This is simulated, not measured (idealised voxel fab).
process module | voxel gate over fins
Pictured: cross-section cut, 170 nm wide, on a grid of 5 nm square cells.
Bands, listed from the top down, are how a cross-section gets written in this document; the cross-section itself is a grid of square cells, and a band is one or more rows of them. Band: top and bottom heights (nm) first, top before bottom; then materials from left to right, widths in nm. "full width" marks a sole material filling the band edge to edge. "empty" denotes empty space. A quick word on heights: they are counted from 0, and under that level the wafer as it came to us is one material throughout. The lowest band is different from the rest in having no bottom; it simply continues downward, written as in "0 -> down". The width entry "30 to 40" should be interpreted row by row: the top row of cells in the band takes the first number, the bottom row takes the second number, and the change between adjacent rows is uniform throughout. What does "no modification" mean for a step? It means no cell of the cross-section changed in that step. "Entrapped voids" means: voids of 8 cells or more that are shut off from the top with no open way through. Written width x height at distance, distance from the left edge, in nm. If you see something after the settings on a step's line, that's the simulator's own remark about that step. If you see "overlay nm" on a step's line and that step has a mask, it's telling you how far right of where it was planned the mask ended up; a negative number means it went left instead.

**Steps in the process plan**
| 1 | RECEIVE, material Si |
| 2 | CONFORMAL_DEP, material SiN, thk nm 5 |
| 3 | DIRECTIONAL_DEP, material aC, thk nm 10 |
| 4 | PATTERN, tone cover, mask id FINS, material resist, width nm 15, pitch nm 55, thk nm 30, overlay nm 0 |
| 5 | DIRECTIONAL_ETCH, etch materials aC, depth nm 10 |
| 6 | STRIP, etch materials resist |
| 7 | DIRECTIONAL_ETCH, etch materials SiN, depth nm 5 |
| 8 | DIRECTIONAL_ETCH, etch materials Si, depth nm 30 |
| 9 | STRIP, etch materials aC |
| 10 | OXIDIZE, depth nm 5 |
| 11 | FILL_DEP, material SiO2, thk nm 5 |
| 12 | CMP, height nm 5 |
| 13 | MASKED_ETCH, tone open, mask id RAIL, width nm 15, etch materials SiO2, depth nm 30, overlay nm 0 |
| 14 | CONFORMAL_DEP, material TiN, thk nm 5 |
| 15 | FILL_DEP, material W, thk nm 5 |
| 16 | CMP, height nm 5 |
| 17 | SELECTIVE_ETCH, etch materials W Ru TiN, depth nm 25 |
| 18 | FILL_DEP, material SiO2, thk nm 5 |
| 19 | CMP, height nm 5 |
| 20 | SELECTIVE_ETCH, etch materials SiO2, depth nm 20 |
| 21 | STRIP, etch materials SiN |
| 22 | CONFORMAL_DEP, material HfO2, thk nm 5 |
| 23 | CONFORMAL_DEP, material TiN, thk nm 5 |
| 24 | FILL_DEP, material W, thk nm 15 |
| 25 | CMP, height nm 20 |
| 26 | CONFORMAL_DEP, material SiN, thk nm 10 |

**Cross-section of the wafer at receipt, which is the condition after step 1**
	0 -> down: Si full width
	Entrapped voids: none

**End-of-module XS, first of two wafers, run as planned**
	30 -> 20: SiN full width
	20 -> 10: W full width
	10 -> 5: W 15 nm, then TiN 25 nm, then W 30 nm, then TiN 25 nm, then W 30 nm, then TiN 25 nm, then W 20 nm
	5 -> 0: W 15 nm, then TiN 5 nm, then HfO2 15 nm, then TiN 5 nm, then W 30 nm, then TiN 5 nm, then HfO2 15 nm, then TiN 5 nm, then W 30 nm, then TiN 5 nm, then HfO2 15 nm, then TiN 5 nm, then W 20 nm
	0 -> -5: W 15 nm, then TiN 5 nm, then HfO2 5 nm, then Si 5 nm, then HfO2 5 nm, then TiN 5 nm, then W 30 nm, then TiN 5 nm, then HfO2 5 nm, then Si 5 nm, then HfO2 5 nm, then TiN 5 nm, then W 30 nm, then TiN 5 nm, then HfO2 5 nm, then Si 5 nm, then HfO2 5 nm, then TiN 5 nm, then W 20 nm
	-5 -> -10: TiN 20 nm, then HfO2 5 nm, then Si 5 nm, then HfO2 5 nm, then TiN 40 nm, then HfO2 5 nm, then Si 5 nm, then HfO2 5 nm, then TiN 40 nm, then HfO2 5 nm, then Si 5 nm, then HfO2 5 nm, then TiN 25 nm
	-10 -> -15: HfO2 25 nm, then Si 5 nm, then HfO2 50 nm, then Si 5 nm, then HfO2 50 nm, then Si 5 nm, then HfO2 30 nm
	-15 -> -20: SiO2 25 nm, then Si 5 nm, then SiO2 50 nm, then Si 5 nm, then SiO2 50 nm, then Si 5 nm, then SiO2 30 nm
	-20 -> -25: SiO2 25 nm, then Si 5 nm, then SiO2 15 nm, then TiN 15 nm, then SiO2 20 nm, then Si 5 nm, then SiO2 50 nm, then Si 5 nm, then SiO2 30 nm
	-25 -> -35: SiO2 25 nm, then Si 5 nm, then SiO2 50 nm, then Si 5 nm, then SiO2 50 nm, then Si 5 nm, then SiO2 30 nm
	-35 -> down: Si full width
	Entrapped voids: none

**Wafer two, end of module, cross-section. Same start, same plan as wafer one. One mistake in the run**
	30 -> 20: SiN full width
	20 -> 10: W full width
	10 -> 5: W 15 nm, then TiN 25 nm, then W 30 nm, then TiN 25 nm, then W 30 nm, then TiN 25 nm, then W 20 nm
	5 -> 0: W 15 nm, then TiN 5 nm, then HfO2 15 nm, then TiN 5 nm, then W 30 nm, then TiN 5 nm, then HfO2 15 nm, then TiN 5 nm, then W 30 nm, then TiN 5 nm, then HfO2 15 nm, then TiN 5 nm, then W 20 nm
	0 -> -5: W 15 nm, then TiN 5 nm, then HfO2 5 nm, then Si 5 nm, then HfO2 5 nm, then TiN 5 nm, then W 30 nm, then TiN 5 nm, then HfO2 5 nm, then Si 5 nm, then HfO2 5 nm, then TiN 5 nm, then W 30 nm, then TiN 5 nm, then HfO2 5 nm, then Si 5 nm, then HfO2 5 nm, then TiN 5 nm, then W 20 nm
	-5 -> -10: W 15 nm, then TiN 5 nm, then HfO2 5 nm, then Si 5 nm, then HfO2 5 nm, then TiN 5 nm, then W 30 nm, then TiN 5 nm, then HfO2 5 nm, then Si 5 nm, then HfO2 5 nm, then TiN 5 nm, then W 30 nm, then TiN 5 nm, then HfO2 5 nm, then Si 5 nm, then HfO2 5 nm, then TiN 5 nm, then W 5 nm, then TiN 15 nm
	-10 -> -15: TiN 20 nm, then HfO2 5 nm, then Si 5 nm, then HfO2 5 nm, then TiN 40 nm, then HfO2 5 nm, then Si 5 nm, then HfO2 5 nm, then TiN 40 nm, then HfO2 5 nm, then Si 5 nm, then HfO2 5 nm, then TiN 15 nm, then HfO2 10 nm
	-15 -> -20: HfO2 25 nm, then Si 5 nm, then HfO2 50 nm, then Si 5 nm, then HfO2 50 nm, then Si 5 nm, then HfO2 25 nm, then SiO2 5 nm
	-20 -> -25: SiO2 25 nm, then Si 5 nm, then SiO2 15 nm, then TiN 15 nm, then SiO2 20 nm, then Si 5 nm, then SiO2 50 nm, then Si 5 nm, then SiO2 30 nm
	-25 -> -35: SiO2 25 nm, then Si 5 nm, then SiO2 50 nm, then Si 5 nm, then SiO2 50 nm, then Si 5 nm, then SiO2 30 nm
	-35 -> down: Si full width
	Entrapped voids: none
In executing the process, a mistake was made relative to the plan: transposition of steps 20 and 21 relative to the planned sequence
Final wafer comparison in cells, second versus first, more or fewer per material: 7 more of HfO2, 30 fewer of SiO2, 7 more of TiN, 16 more of W
